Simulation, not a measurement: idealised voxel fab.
The process module that follows is named voxel spacer lines.
Cross-section cut: width 250 nm, square cells of 5 nm.
For the purposes of this document, a cross-section shall be understood as a grid of square cells, specified as bands listed in top-to-bottom order, each band consisting of one or more rows of cells.
Heads up on the band format: heights come first, top then bottom, in nm. After that it's the materials left to right, each with its width in nm. A single material flagged "all across" fills the whole band edge to edge, and "air" means there's empty space there.
Heights are expressed relative to 0, this being the level below which the as-received wafer comprises one material exclusively. The lowest band is unbounded in the downward direction and is denoted as in "z 0 and below".
A two-number width, for instance "30->40", indicates that the width is equal to the first number in the top row of the band and to the second number in the bottom row, and that it changes by a constant amount per row of cells.
Basically "nothing got changed" means that step didn't change any cell in the cross-section.
Look at "Sealed-off cavities" for the closed voids: empty spaces with no open path to the top, sized 8 cells or up. Each is width x height at distance, distance from the left edge, all nm.
That trailing text on a step's line, after the settings, is the simulator's own remark on the step.
A step's line can hold "overlay nm"; with a mask on that step, the setting says how far right of the planned place the mask lay, while a negative setting says it lay to the left.
PLANNED STEP LIST FOR THE PROCESS
| 1 | RECEIVE: material Si |
| 2 | CONFORMAL_DEP: material Al2O3, thk nm 10 |
| 3 | DIRECTIONAL_DEP: material SiN, thk nm 20 |
| 4 | DIRECTIONAL_DEP: material aC, thk nm 20 |
| 5 | PATTERN: tone cover, mask id MANDREL, material resist, width nm 15, pitch nm 50, thk nm 30, overlay nm 0 |
| 6 | DIRECTIONAL_ETCH: etch materials aC, depth nm 20 |
| 7 | STRIP: etch materials resist |
| 8 | CONFORMAL_DEP: material SiO2, thk nm 10 |
| 9 | DIRECTIONAL_ETCH: etch materials SiO2, depth nm 10 |
| 10 | STRIP: etch materials aC |
| 11 | DIRECTIONAL_ETCH: etch materials SiN, depth nm 20 |
| 12 | STRIP: etch materials SiO2 |
| 13 | FILL_DEP: material lowk, thk nm 5 |
| 14 | CMP: height nm 30 |
AS-RECEIVED WAFER CROSS-SECTION (AFTER STEP 1)
  z 0 and below = Si all across
  Sealed-off cavities: none
FIRST OF TWO WAFERS: CROSS-SECTION AT END OF MODULE, RUN PER PLAN
  z 30 to 10 = 55 of lowk, 10 of SiN, 15 of lowk, 10 of SiN, 15 of lowk, 10 of SiN, 15 of lowk, 10 of SiN, 15 of lowk, 10 of SiN, 15 of lowk, 10 of SiN, 60 of lowk
  z 10 to 0 = Al2O3 all across
  z 0 and below = Si all across
  Sealed-off cavities: none
CROSS-SECTION, WAFER TWO OF TWO, END OF MODULE: SAME START AND PLAN AS WAFER ONE, ONE ERROR IN EXECUTION
  z 30 to 10 = 55 of lowk, 10 of SiN, 20 of lowk, 10 of SiN, 10 of lowk, 10 of SiN, 20 of lowk, 10 of SiN, 10 of lowk, 10 of SiN, 20 of lowk, 10 of SiN, 55 of lowk
  z 10 to 0 = Al2O3 all across
  z 0 and below = Si all across
  Sealed-off cavities: none
What went wrong in running the wafer? step 5 ran as: PATTERN: tone cover, mask id MANDREL, material resist, width nm 20, pitch nm 50, thk nm 30, overlay nm 0
If you tally the cells, the second wafer ends up with the same amount of every material as the first; it's all just sitting in different places.
